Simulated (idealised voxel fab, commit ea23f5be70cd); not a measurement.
Process module under the name voxel wiring stack
Cross-section cut: width 170 nm, square cells of 5 nm.
Just so we're on the same page, the cross-sections are grids of square cells, and they're listed out in bands top to bottom, each band one or more rows deep. In this notation a band is specified by the heights of its top and bottom, in that order and in nm, after which its materials appear from left to right, each paired with its width in nm. The word "all across" attached to a single material means that material fills the band from edge to edge; the word "blank" stands for empty space. Heads up on the height convention: 0 is the point under which the incoming wafer is all one material, and the lowest band has no bottom, it just keeps going down, like "top 0, no bottom". Read "30..40" as a graded width: first number on top, second number at the bottom, same change between each pair of neighbouring rows. "nothing changed", as given for a step, is the statement that not any cell of the cross-section underwent a change during that step. So "Closed void inventory" is basically the list of trapped voids: any empty space of 8 cells or more that can't reach the top through an opening. They're written width x height at distance, the distance being from the left edge, and it's all nm. Read whatever lies past the settings on a step's line as the simulator's own remark about the step. A step's line can hold "overlay nm"; with a mask on that step, the setting says how far right of the planned place the mask lay, while a negative setting says it lay to the left.
Process steps foreseen in the plan:
1,RECEIVE | material Si
2,CONFORMAL_DEP | material SiO2 | thk nm 15
3,DIRECTIONAL_DEP | material TiN | thk nm 5
4,DIRECTIONAL_DEP | material W | thk nm 15
5,DIRECTIONAL_DEP | material aC | thk nm 15
6,PATTERN | tone cover | mask id METAL_1 | material resist | width nm 25 | pitch nm 40 | thk nm 35 | overlay nm 0
7,DIRECTIONAL_ETCH | etch materials aC | depth nm 15
8,STRIP | etch materials resist
9,DIRECTIONAL_ETCH | etch materials W | depth nm 15
10,DIRECTIONAL_ETCH | etch materials TiN | depth nm 5
11,STRIP | etch materials aC
12,CONFORMAL_DEP | material SiN | thk nm 5
13,FILL_DEP | material SiO2 | thk nm 5
14,CMP | height nm 35
15,CONFORMAL_DEP | material SiCN | thk nm 5
16,DIRECTIONAL_DEP | material SiO2 | thk nm 25
17,DIRECTIONAL_DEP | material aC | thk nm 15
18,PATTERN | tone open | mask id METAL_2 | material resist | width nm 25 | pitch nm 40 | thk nm 30 | overlay nm 0
19,DIRECTIONAL_ETCH | etch materials aC | depth nm 15
20,STRIP | etch materials resist
21,DIRECTIONAL_ETCH | etch materials SiO2 | depth nm 15
22,STRIP | etch materials aC
23,DIRECTIONAL_DEP | material aC | thk nm 10
24,PATTERN | tone open | mask id METAL_2_HOLES | material resist | width nm 15 | pitch nm 80 | thk nm 30 | overlay nm 0
25,DIRECTIONAL_ETCH | etch materials aC | depth nm 10
26,STRIP | etch materials resist
27,DIRECTIONAL_ETCH | etch materials SiO2 | depth nm 10
28,DIRECTIONAL_ETCH | etch materials SiCN | depth nm 5
29,STRIP | etch materials aC
30,CONFORMAL_DEP | material TiN | thk nm 5
31,FILL_DEP | material Cu | thk nm 5
32,CMP | height nm 65
33,CONFORMAL_DEP | material SiCN | thk nm 5
34,DIRECTIONAL_DEP | material lowk | thk nm 25
35,MASKED_ETCH | tone open | mask id METAL_3 | width nm 25 | pitch nm 40 | etch materials lowk | depth nm 15 | overlay nm 0
36,MASKED_ETCH | tone open | mask id METAL_3_HOLES | width nm 15 | pitch nm 40 | etch materials lowk | depth nm 10 | overlay nm 0
37,MASKED_ETCH | tone open | mask id METAL_3_HOLES | width nm 15 | pitch nm 40 | etch materials SiCN | depth nm 5 | overlay nm 0
38,CONFORMAL_DEP | material TiN | thk nm 5
39,FILL_DEP | material Cu | thk nm 10
40,CMP | height nm 95
41,CONFORMAL_DEP | material SiN | thk nm 5
The first wafer of two, processed as planned:
Incoming wafer, cross-sectional view, post step 1:
- top 0, no bottom | Si all across
- Closed void inventory: none
You're looking at a cross-section of the wafer after step 2:
- top 15, bottom 0 | SiO2 all across
- Unchanged below 0.
You're looking at a cross-section of the wafer after step 3:
- top 20, bottom 15 | TiN all across
- Unchanged below 15.
You're looking at a cross-section of the wafer after step 4:
- top 35, bottom 20 | W all across
- Unchanged below 20.
You're looking at a cross-section of the wafer after step 5:
- top 50, bottom 35 | aC all across
- Unchanged below 35.
You're looking at a cross-section of the wafer after step 6:
- top 85, bottom 50 | 30 nm blank / 25 nm resist / 15 nm blank / 25 nm resist / 15 nm blank / 25 nm resist / 35 nm blank
- Unchanged below 50.
You're looking at a cross-section of the wafer after step 7:
- top 70, bottom 50 | 30 nm blank / 25 nm resist / 15 nm blank / 25 nm resist / 15 nm blank / 25 nm resist / 35 nm blank
- top 50, bottom 35 | 30 nm blank / 25 nm aC / 15 nm blank / 25 nm aC / 15 nm blank / 25 nm aC / 35 nm blank
- Unchanged below 35.
You're looking at a cross-section of the wafer after step 8:
- top 50, bottom 35 | 30 nm blank / 25 nm aC / 15 nm blank / 25 nm aC / 15 nm blank / 25 nm aC / 35 nm blank
- Unchanged below 35.
You're looking at a cross-section of the wafer after step 9:
- top 50, bottom 35 | 30 nm blank / 25 nm aC / 15 nm blank / 25 nm aC / 15 nm blank / 25 nm aC / 35 nm blank
- top 35, bottom 20 | 30 nm blank / 25 nm W / 15 nm blank / 25 nm W / 15 nm blank / 25 nm W / 35 nm blank
- Unchanged below 20.
You're looking at a cross-section of the wafer after step 10:
- top 50, bottom 35 | 30 nm blank / 25 nm aC / 15 nm blank / 25 nm aC / 15 nm blank / 25 nm aC / 35 nm blank
- top 35, bottom 20 | 30 nm blank / 25 nm W / 15 nm blank / 25 nm W / 15 nm blank / 25 nm W / 35 nm blank
- top 20, bottom 15 | 30 nm blank / 25 nm TiN / 15 nm blank / 25 nm TiN / 15 nm blank / 25 nm TiN / 35 nm blank
- Unchanged below 15.
You're looking at a cross-section of the wafer after step 11:
- top 35, bottom 20 | 30 nm blank / 25 nm W / 15 nm blank / 25 nm W / 15 nm blank / 25 nm W / 35 nm blank
- Unchanged below 20.
You're looking at a cross-section of the wafer after step 12:
- top 40, bottom 35 | 25 nm blank / 35 nm SiN / 5 nm blank / 35 nm SiN / 5 nm blank / 35 nm SiN / 30 nm blank
- top 35, bottom 20 | 25 nm blank / 5 nm SiN / 25 nm W / 5 nm SiN / 5 nm blank / 5 nm SiN / 25 nm W / 5 nm SiN / 5 nm blank / 5 nm SiN / 25 nm W / 5 nm SiN / 30 nm blank
- top 20, bottom 15 | 30 nm SiN / 25 nm TiN / 15 nm SiN / 25 nm TiN / 15 nm SiN / 25 nm TiN / 35 nm SiN
- Unchanged below 15.
You're looking at a cross-section of the wafer after step 13:
- top 45, bottom 40 | SiO2 all across
- top 40, bottom 35 | 25 nm SiO2 / 35 nm SiN / 5 nm SiO2 / 35 nm SiN / 5 nm SiO2 / 35 nm SiN / 30 nm SiO2
- top 35, bottom 20 | 25 nm SiO2 / 5 nm SiN / 25 nm W / 5 nm SiN / 5 nm SiO2 / 5 nm SiN / 25 nm W / 5 nm SiN / 5 nm SiO2 / 5 nm SiN / 25 nm W / 5 nm SiN / 30 nm SiO2
- Unchanged below 20.
You're looking at a cross-section of the wafer after step 14:
- top 35, bottom 20 | 25 nm SiO2 / 5 nm SiN / 25 nm W / 5 nm SiN / 5 nm SiO2 / 5 nm SiN / 25 nm W / 5 nm SiN / 5 nm SiO2 / 5 nm SiN / 25 nm W / 5 nm SiN / 30 nm SiO2
- Unchanged below 20.
You're looking at a cross-section of the wafer after step 15:
- top 40, bottom 35 | SiCN all across
- Unchanged below 35.
You're looking at a cross-section of the wafer after step 16:
- top 65, bottom 40 | SiO2 all across
- Unchanged below 40.
You're looking at a cross-section of the wafer after step 17:
- top 80, bottom 65 | aC all across
- Unchanged below 65.
You're looking at a cross-section of the wafer after step 18:
- top 110, bottom 80 | 30 nm resist / 25 nm blank / 15 nm resist / 25 nm blank / 15 nm resist / 25 nm blank / 35 nm resist
- Unchanged below 80.
You're looking at a cross-section of the wafer after step 19:
- top 95, bottom 80 | 30 nm resist / 25 nm blank / 15 nm resist / 25 nm blank / 15 nm resist / 25 nm blank / 35 nm resist
- top 80, bottom 65 | 30 nm aC / 25 nm blank / 15 nm aC / 25 nm blank / 15 nm aC / 25 nm blank / 35 nm aC
- Unchanged below 65.
You're looking at a cross-section of the wafer after step 20:
- top 80, bottom 65 | 30 nm aC / 25 nm blank / 15 nm aC / 25 nm blank / 15 nm aC / 25 nm blank / 35 nm aC
- Unchanged below 65.
You're looking at a cross-section of the wafer after step 21:
- top 80, bottom 65 | 30 nm aC / 25 nm blank / 15 nm aC / 25 nm blank / 15 nm aC / 25 nm blank / 35 nm aC
- top 65, bottom 50 | 30 nm SiO2 / 25 nm blank / 15 nm SiO2 / 25 nm blank / 15 nm SiO2 / 25 nm blank / 35 nm SiO2
- Unchanged below 50.
You're looking at a cross-section of the wafer after step 22:
- top 65, bottom 50 | 30 nm SiO2 / 25 nm blank / 15 nm SiO2 / 25 nm blank / 15 nm SiO2 / 25 nm blank / 35 nm SiO2
- Unchanged below 50.
You're looking at a cross-section of the wafer after step 23:
- top 75, bottom 65 | 30 nm aC / 25 nm blank / 15 nm aC / 25 nm blank / 15 nm aC / 25 nm blank / 35 nm aC
- top 65, bottom 60 | 30 nm SiO2 / 25 nm blank / 15 nm SiO2 / 25 nm blank / 15 nm SiO2 / 25 nm blank / 35 nm SiO2
- top 60, bottom 50 | 30 nm SiO2 / 25 nm aC / 15 nm SiO2 / 25 nm aC / 15 nm SiO2 / 25 nm aC / 35 nm SiO2
- Unchanged below 50.
You're looking at a cross-section of the wafer after step 24:
- top 105, bottom 75 | 30 nm resist / 15 nm blank / 65 nm resist / 15 nm blank / 45 nm resist
- top 75, bottom 65 | 30 nm aC / 15 nm blank / 10 nm resist / 15 nm aC / 25 nm resist / 15 nm aC / 15 nm blank / 10 nm resist / 35 nm aC
- top 65, bottom 60 | 30 nm SiO2 / 15 nm blank / 10 nm resist / 15 nm SiO2 / 25 nm resist / 15 nm SiO2 / 15 nm blank / 10 nm resist / 35 nm SiO2
- Unchanged below 60.
You're looking at a cross-section of the wafer after step 25:
- top 95, bottom 75 | 30 nm resist / 15 nm blank / 65 nm resist / 15 nm blank / 45 nm resist
- top 75, bottom 65 | 30 nm aC / 15 nm blank / 10 nm resist / 15 nm aC / 25 nm resist / 15 nm aC / 15 nm blank / 10 nm resist / 35 nm aC
- top 65, bottom 60 | 30 nm SiO2 / 15 nm blank / 10 nm resist / 15 nm SiO2 / 25 nm resist / 15 nm SiO2 / 15 nm blank / 10 nm resist / 35 nm SiO2
- top 60, bottom 50 | 30 nm SiO2 / 15 nm blank / 10 nm aC / 15 nm SiO2 / 25 nm aC / 15 nm SiO2 / 15 nm blank / 10 nm aC / 35 nm SiO2
- Unchanged below 50.
You're looking at a cross-section of the wafer after step 26:
- top 75, bottom 65 | 30 nm aC / 25 nm blank / 15 nm aC / 25 nm blank / 15 nm aC / 25 nm blank / 35 nm aC
- top 65, bottom 60 | 30 nm SiO2 / 25 nm blank / 15 nm SiO2 / 25 nm blank / 15 nm SiO2 / 25 nm blank / 35 nm SiO2
- Unchanged below 60.
You're looking at a cross-section of the wafer after step 27:
- top 75, bottom 65 | 30 nm aC / 25 nm blank / 15 nm aC / 25 nm blank / 15 nm aC / 25 nm blank / 35 nm aC
- top 65, bottom 60 | 30 nm SiO2 / 25 nm blank / 15 nm SiO2 / 25 nm blank / 15 nm SiO2 / 25 nm blank / 35 nm SiO2
- top 60, bottom 50 | 30 nm SiO2 / 15 nm blank / 10 nm aC / 15 nm SiO2 / 25 nm aC / 15 nm SiO2 / 15 nm blank / 10 nm aC / 35 nm SiO2
- top 50, bottom 40 | 30 nm SiO2 / 15 nm blank / 65 nm SiO2 / 15 nm blank / 45 nm SiO2
- Unchanged below 40.
You're looking at a cross-section of the wafer after step 28:
- top 75, bottom 65 | 30 nm aC / 25 nm blank / 15 nm aC / 25 nm blank / 15 nm aC / 25 nm blank / 35 nm aC
- top 65, bottom 60 | 30 nm SiO2 / 25 nm blank / 15 nm SiO2 / 25 nm blank / 15 nm SiO2 / 25 nm blank / 35 nm SiO2
- top 60, bottom 50 | 30 nm SiO2 / 15 nm blank / 10 nm aC / 15 nm SiO2 / 25 nm aC / 15 nm SiO2 / 15 nm blank / 10 nm aC / 35 nm SiO2
- top 50, bottom 40 | 30 nm SiO2 / 15 nm blank / 65 nm SiO2 / 15 nm blank / 45 nm SiO2
- top 40, bottom 35 | 30 nm SiCN / 15 nm blank / 65 nm SiCN / 15 nm blank / 45 nm SiCN
- Unchanged below 35.
You're looking at a cross-section of the wafer after step 29:
- top 65, bottom 50 | 30 nm SiO2 / 25 nm blank / 15 nm SiO2 / 25 nm blank / 15 nm SiO2 / 25 nm blank / 35 nm SiO2
- Unchanged below 50.
You're looking at a cross-section of the wafer after step 30:
- top 70, bottom 65 | 35 nm TiN / 15 nm blank / 25 nm TiN / 15 nm blank / 25 nm TiN / 15 nm blank / 40 nm TiN
- top 65, bottom 55 | 30 nm SiO2 / 5 nm TiN / 15 nm blank / 5 nm TiN / 15 nm SiO2 / 5 nm TiN / 15 nm blank / 5 nm TiN / 15 nm SiO2 / 5 nm TiN / 15 nm blank / 5 nm TiN / 35 nm SiO2
- top 55, bottom 50 | 30 nm SiO2 / 5 nm TiN / 5 nm blank / 15 nm TiN / 15 nm SiO2 / 25 nm TiN / 15 nm SiO2 / 5 nm TiN / 5 nm blank / 15 nm TiN / 35 nm SiO2
- top 50, bottom 40 | 30 nm SiO2 / 5 nm TiN / 5 nm blank / 5 nm TiN / 65 nm SiO2 / 5 nm TiN / 5 nm blank / 5 nm TiN / 45 nm SiO2
- top 40, bottom 35 | 30 nm SiCN / 15 nm TiN / 65 nm SiCN / 15 nm TiN / 45 nm SiCN
- Unchanged below 35.
You're looking at a cross-section of the wafer after step 31:
- top 75, bottom 70 | Cu all across
- top 70, bottom 65 | 35 nm TiN / 15 nm Cu / 25 nm TiN / 15 nm Cu / 25 nm TiN / 15 nm Cu / 40 nm TiN
- top 65, bottom 55 | 30 nm SiO2 / 5 nm TiN / 15 nm Cu / 5 nm TiN / 15 nm SiO2 / 5 nm TiN / 15 nm Cu / 5 nm TiN / 15 nm SiO2 / 5 nm TiN / 15 nm Cu / 5 nm TiN / 35 nm SiO2
- top 55, bottom 50 | 30 nm SiO2 / 5 nm TiN / 5 nm Cu / 15 nm TiN / 15 nm SiO2 / 25 nm TiN / 15 nm SiO2 / 5 nm TiN / 5 nm Cu / 15 nm TiN / 35 nm SiO2
- top 50, bottom 40 | 30 nm SiO2 / 5 nm TiN / 5 nm Cu / 5 nm TiN / 65 nm SiO2 / 5 nm TiN / 5 nm Cu / 5 nm TiN / 45 nm SiO2
- Unchanged below 40.
You're looking at a cross-section of the wafer after step 32:
- top 65, bottom 55 | 30 nm SiO2 / 5 nm TiN / 15 nm Cu / 5 nm TiN / 15 nm SiO2 / 5 nm TiN / 15 nm Cu / 5 nm TiN / 15 nm SiO2 / 5 nm TiN / 15 nm Cu / 5 nm TiN / 35 nm SiO2
- Unchanged below 55.
You're looking at a cross-section of the wafer after step 33:
- top 70, bottom 65 | SiCN all across
- Unchanged below 65.
You're looking at a cross-section of the wafer after step 34:
- top 95, bottom 70 | lowk all across
- Unchanged below 70.
You're looking at a cross-section of the wafer after step 35:
- top 95, bottom 80 | 30 nm lowk / 25 nm blank / 15 nm lowk / 25 nm blank / 15 nm lowk / 25 nm blank / 35 nm lowk
- Unchanged below 80.
You're looking at a cross-section of the wafer after step 36:
- top 95, bottom 80 | 30 nm lowk / 25 nm blank / 15 nm lowk / 25 nm blank / 15 nm lowk / 25 nm blank / 35 nm lowk
- top 80, bottom 70 | 30 nm lowk / 15 nm blank / 25 nm lowk / 15 nm blank / 25 nm lowk / 15 nm blank / 45 nm lowk
- Unchanged below 70.
You're looking at a cross-section of the wafer after step 37:
- top 95, bottom 80 | 30 nm lowk / 25 nm blank / 15 nm lowk / 25 nm blank / 15 nm lowk / 25 nm blank / 35 nm lowk
- top 80, bottom 70 | 30 nm lowk / 15 nm blank / 25 nm lowk / 15 nm blank / 25 nm lowk / 15 nm blank / 45 nm lowk
- top 70, bottom 65 | 30 nm SiCN / 15 nm blank / 25 nm SiCN / 15 nm blank / 25 nm SiCN / 15 nm blank / 45 nm SiCN
- Unchanged below 65.
You're looking at a cross-section of the wafer after step 38:
- top 100, bottom 95 | 35 nm TiN / 15 nm blank / 25 nm TiN / 15 nm blank / 25 nm TiN / 15 nm blank / 40 nm TiN
- top 95, bottom 85 | 30 nm lowk / 5 nm TiN / 15 nm blank / 5 nm TiN / 15 nm lowk / 5 nm TiN / 15 nm blank / 5 nm TiN / 15 nm lowk / 5 nm TiN / 15 nm blank / 5 nm TiN / 35 nm lowk
- top 85, bottom 80 | 30 nm lowk / 5 nm TiN / 5 nm blank / 15 nm TiN / 15 nm lowk / 5 nm TiN / 5 nm blank / 15 nm TiN / 15 nm lowk / 5 nm TiN / 5 nm blank / 15 nm TiN / 35 nm lowk
- top 80, bottom 70 | 30 nm lowk / 5 nm TiN / 5 nm blank / 5 nm TiN / 25 nm lowk / 5 nm TiN / 5 nm blank / 5 nm TiN / 25 nm lowk / 5 nm TiN / 5 nm blank / 5 nm TiN / 45 nm lowk
- top 70, bottom 65 | 30 nm SiCN / 15 nm TiN / 25 nm SiCN / 15 nm TiN / 25 nm SiCN / 15 nm TiN / 45 nm SiCN
- Unchanged below 65.
You're looking at a cross-section of the wafer after step 39:
- top 110, bottom 100 | Cu all across
- top 100, bottom 95 | 35 nm TiN / 15 nm Cu / 25 nm TiN / 15 nm Cu / 25 nm TiN / 15 nm Cu / 40 nm TiN
- top 95, bottom 85 | 30 nm lowk / 5 nm TiN / 15 nm Cu / 5 nm TiN / 15 nm lowk / 5 nm TiN / 15 nm Cu / 5 nm TiN / 15 nm lowk / 5 nm TiN / 15 nm Cu / 5 nm TiN / 35 nm lowk
- top 85, bottom 80 | 30 nm lowk / 5 nm TiN / 5 nm Cu / 15 nm TiN / 15 nm lowk / 5 nm TiN / 5 nm Cu / 15 nm TiN / 15 nm lowk / 5 nm TiN / 5 nm Cu / 15 nm TiN / 35 nm lowk
- top 80, bottom 70 | 30 nm lowk / 5 nm TiN / 5 nm Cu / 5 nm TiN / 25 nm lowk / 5 nm TiN / 5 nm Cu / 5 nm TiN / 25 nm lowk / 5 nm TiN / 5 nm Cu / 5 nm TiN / 45 nm lowk
- Unchanged below 70.
You're looking at a cross-section of the wafer after step 40:
- top 95, bottom 85 | 30 nm lowk / 5 nm TiN / 15 nm Cu / 5 nm TiN / 15 nm lowk / 5 nm TiN / 15 nm Cu / 5 nm TiN / 15 nm lowk / 5 nm TiN / 15 nm Cu / 5 nm TiN / 35 nm lowk
- Unchanged below 85.
You're looking at a cross-section of the wafer after step 41:
- top 100, bottom 95 | SiN all across
- Unchanged below 95.
The second wafer was prepared from the same starting point and under the same plan as the first; its processing contained one mistake, and it remains indistinguishable from the first wafer up to and including step 39:
Cross-section of the second wafer at the time step 40 of the plan should have ended: nothing changed
Cross-section of the second wafer at the time step 41 of the plan should have ended:
- top 115, bottom 110 | SiN all across
- Unchanged below 110.
Against the plan, the run slipped here: plan step 40 never ran because it was skipped
The final cell counts differ between the wafers, with the second having more or fewer of some materials than the first: Cu: 77 more | TiN: 25 more
